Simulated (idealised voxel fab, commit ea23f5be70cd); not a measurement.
Title: Process Module voxel self aligned vias
Cross-section cut spans 190 nm and uses square cells 5 nm in size.
For the purposes of this document, a cross-section shall be understood as a grid of square cells, specified as bands listed in top-to-bottom order, each band consisting of one or more rows of cells.
Band entry format. Leading values: height of top, height of bottom, nm. Remainder: materials in left-to-right order, each with its width in nm. Special words: "throughout" on a single material, which then fills the band edge to edge; "blank", empty space.
The level at which height equals 0 is the one under which the wafer, as it arrives, is entirely one material. No lower edge exists for the bottom band, which continues downward and is notated as in "top 0, no bottom".
Top row gets the first number, bottom row gets the second, and each row in between changes by the same step: that is how a band width like "30 to 40" works.
What does "changes: none" mean for a step? It means no cell of the cross-section changed in that step.
"Enclosed empty spaces": empty spaces of 8 cells or more with no open way to the top, each given as width x height at distance, distance from the left edge, all in nm.
Step line, after settings: the simulator's comment on this step.
"overlay nm" answers the question of how far to the right of plan the mask lay on a step that has a mask, and when it is negative the answer is to the left.

Planned process steps:
1,op RECEIVE | material Si
2,op CONFORMAL_DEP | material SiO2 | thk nm 15
3,op CONFORMAL_DEP | material SiCN | thk nm 5
4,op DIRECTIONAL_DEP | material lowk | thk nm 20
5,op MASKED_ETCH | tone open | mask id LINES | width nm 25 | pitch nm 70 | etch materials lowk | depth nm 20 | overlay nm 0
6,op CONFORMAL_DEP | material TiN | thk nm 5
7,op FILL_DEP | material W | thk nm 5
8,op CMP | height nm 40
9,op SELECTIVE_ETCH | etch materials W Ru TiN | depth nm 5
10,op FILL_DEP | material SiN | thk nm 10
11,op CMP | height nm 40
12,op DIRECTIONAL_DEP | material lowk | thk nm 15
13,op DIRECTIONAL_DEP | material aC | thk nm 10
14,op PATTERN | tone open | mask id VIAS | material resist | width nm 35 | thk nm 25 | overlay nm 0
15,op DIRECTIONAL_ETCH | etch materials aC | depth nm 10
16,op STRIP | etch materials resist
17,op DIRECTIONAL_ETCH | etch materials lowk | depth nm 15
18,op DIRECTIONAL_ETCH | etch materials SiN | depth nm 5
19,op STRIP | etch materials aC
20,op CONFORMAL_DEP | material TiN | thk nm 5
21,op FILL_DEP | material Cu | thk nm 10
22,op CMP | height nm 55
23,op CONFORMAL_DEP | material SiN | thk nm 5
Across this set of wafers, the varied parameter is the width nm of step 14. Starting conditions are identical for every wafer, and the plan reports the value assigned to the first wafer.

The as-received cross-section of the first of several wafers corresponds to the state after step 1:
* top 0, no bottom: Si throughout
* Enclosed empty spaces: none

Rows = wafers. At module end, each row lists per material the cells gained (+) or lost (-) since the wafer was received, then the closed voids:
width nm 35, +13 Cu, +38 SiCN, +43 SiN, +114 SiO2, +31 TiN, +12 W, +205 lowk, Enclosed empty spaces: none
width nm 40, +15 Cu, +38 SiCN, +43 SiN, +114 SiO2, +32 TiN, +12 W, +202 lowk, Enclosed empty spaces: none
width nm 45, +17 Cu, +38 SiCN, +43 SiN, +114 SiO2, +33 TiN, +12 W, +199 lowk, Enclosed empty spaces: none
width nm 50, +19 Cu, +38 SiCN, +43 SiN, +114 SiO2, +34 TiN, +12 W, +196 lowk, Enclosed empty spaces: none
width nm 55, +21 Cu, +38 SiCN, +43 SiN, +114 SiO2, +35 TiN, +12 W, +193 lowk, Enclosed empty spaces: none
width nm 60, +23 Cu, +38 SiCN, +43 SiN, +114 SiO2, +36 TiN, +12 W, +190 lowk, Enclosed empty spaces: none
